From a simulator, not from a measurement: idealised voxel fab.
The document below concerns the process module designated voxel capacitor over wiring.
In the cross-section labelled cut, the width is 240 nm and each square cell is 5 nm.
Reading order for cross-sections: top band down to bottom band. Underlying form: a grid of square cells. Band size: one or more rows of cells.
Within each band entry, the heights of the top and of the bottom of the band appear first, in that order and in nm; the materials of the band then follow from left to right, each with its corresponding width in nm. The designation "edge to edge" on a single material indicates that it fills the band from edge to edge; the designation "empty" indicates empty space.
Counting heights begins at 0, where everything beneath is, in the wafer as received, one material. The lowest band has no bottom; it goes on downwards, as "0 nm and below" shows.
The notation "30->40" denotes a width that varies across the rows of cells in the band, beginning at the first number in the top row, finishing at the second number in the bottom row, and changing by an identical amount from each row to the next.
When a step is marked "no change", none of the cells in the cross-section changed during that step.
So "Fully closed voids" is basically the list of trapped voids: any empty space of 8 cells or more that can't reach the top through an opening. They're written width x height at distance, the distance being from the left edge, and it's all nm.
after a step's settings: what the simulator itself notes on the step
On any step carrying a mask, the "overlay nm" setting, if present on the step's line, tells how far right of its planned place the mask lay; negative values point to the left.
## So here's the lineup of process steps we planned
1) RECEIVE with material Si
2) CONFORMAL_DEP with material SiO2, thk nm 15
3) DIRECTIONAL_DEP with material TiN, thk nm 5
4) DIRECTIONAL_DEP with material W, thk nm 15
5) MASKED_ETCH with tone cover, mask id METAL_1, width nm 30, pitch nm 90, etch materials W, depth nm 15, overlay nm 0
6) MASKED_ETCH with tone cover, mask id METAL_1, width nm 30, pitch nm 90, etch materials TiN, depth nm 5, overlay nm 0
7) FILL_DEP with material SiO2, thk nm 10
8) CMP with height nm 35
9) CONFORMAL_DEP with material SiCN, thk nm 5
10) DIRECTIONAL_DEP with material lowk, thk nm 20
11) PATTERN with tone open, mask id PLUG_1, material resist, width nm 15, thk nm 20, overlay nm 0
12) DIRECTIONAL_ETCH with etch materials lowk, depth nm 20
13) DIRECTIONAL_ETCH with etch materials SiCN, depth nm 5
14) STRIP with etch materials resist
15) EPI with material Ru, thk nm 10
16) EPI with material Ru, thk nm 10
17) EPI with material Ru, thk nm 5
18) DIRECTIONAL_DEP with material TiN, thk nm 5
19) DIRECTIONAL_DEP with material SiN, thk nm 5
20) DIRECTIONAL_DEP with material TiN, thk nm 10
21) PATTERN with tone cover, mask id UPPER_PLATE, material resist, width nm 65, thk nm 15, overlay nm 0
22) DIRECTIONAL_ETCH with etch materials TiN, depth nm 10
23) DIRECTIONAL_ETCH with etch materials SiN, depth nm 5
24) STRIP with etch materials resist
25) MASKED_ETCH with tone cover, mask id LOWER_PLATE, width nm 75, etch materials TiN, depth nm 5, overlay nm 0
26) FILL_DEP with material SiO2, thk nm 15
27) CMP with height nm 90
28) DIRECTIONAL_DEP with material aC, thk nm 10
29) PATTERN with tone open, mask id PLUG_2, material resist, width nm 15, thk nm 25, overlay nm 0
30) DIRECTIONAL_ETCH with etch materials aC, depth nm 10
31) STRIP with etch materials resist
32) DIRECTIONAL_ETCH with etch materials SiO2, depth nm 10
33) STRIP with etch materials aC
34) CONFORMAL_DEP with material TiN, thk nm 5
35) FILL_DEP with material Ru, thk nm 5
36) CMP with height nm 90
37) CONFORMAL_DEP with material SiN, thk nm 5
## Wafer cross-section on receipt, i.e. after step 1
> 0 nm and below: Si edge to edge
> Fully closed voids: none
## Sectioned view, first of two wafers, at the close of the module, processed as intended in the plan
> 95 nm to 90 nm: SiN edge to edge
> 90 nm to 85 nm: SiO2: 85, then TiN: 5, then Ru: 5, then TiN: 5, then SiO2: 140
> 85 nm to 80 nm: SiO2: 85, then TiN: 15, then SiO2: 140
> 80 nm to 70 nm: SiO2: 75, then TiN: 65, then SiO2: 100
> 70 nm to 65 nm: SiO2: 75, then SiN: 65, then SiO2: 100
> 65 nm to 60 nm: SiO2: 70, then TiN: 75, then SiO2: 95
> 60 nm to 40 nm: lowk: 75, then Ru: 15, then lowk: 150
> 40 nm to 35 nm: SiCN: 75, then Ru: 15, then SiCN: 150
> 35 nm to 20 nm: SiO2: 60, then W: 30, then SiO2: 60, then W: 30, then SiO2: 60
> 20 nm to 15 nm: SiO2: 60, then TiN: 30, then SiO2: 60, then TiN: 30, then SiO2: 60
> 15 nm to 0 nm: SiO2 edge to edge
> 0 nm and below: Si edge to edge
> Fully closed voids: none
## Module end: cross-section of wafer two of two. Same start and process plan as the first wafer. One mistake during execution
> 95 nm to 90 nm: SiN edge to edge
> 90 nm to 85 nm: SiO2: 85, then TiN: 5, then Ru: 5, then TiN: 5, then SiO2: 140
> 85 nm to 80 nm: SiO2: 85, then TiN: 15, then SiO2: 140
> 80 nm to 70 nm: SiO2: 75, then TiN: 65, then SiO2: 100
> 70 nm to 65 nm: SiO2: 75, then SiN: 65, then SiO2: 100
> 65 nm to 60 nm: SiO2: 70, then TiN: 75, then SiO2: 95
> 60 nm to 40 nm: lowk: 75, then Ru: 20, then lowk: 145
> 40 nm to 35 nm: SiCN: 75, then Ru: 20, then SiCN: 145
> 35 nm to 20 nm: SiO2: 60, then W: 30, then SiO2: 60, then W: 30, then SiO2: 60
> 20 nm to 15 nm: SiO2: 60, then TiN: 30, then SiO2: 60, then TiN: 30, then SiO2: 60
> 15 nm to 0 nm: SiO2 edge to edge
> 0 nm and below: Si edge to edge
> Fully closed voids: none
Processing error: step 11, actual vs plan mismatch, actual run PATTERN with tone open, mask id PLUG_1, material resist, width nm 20, thk nm 20, overlay nm 0
At the finish, the second wafer shows more or fewer cells for some materials than the first does: Ru +5; SiCN -1; lowk -4
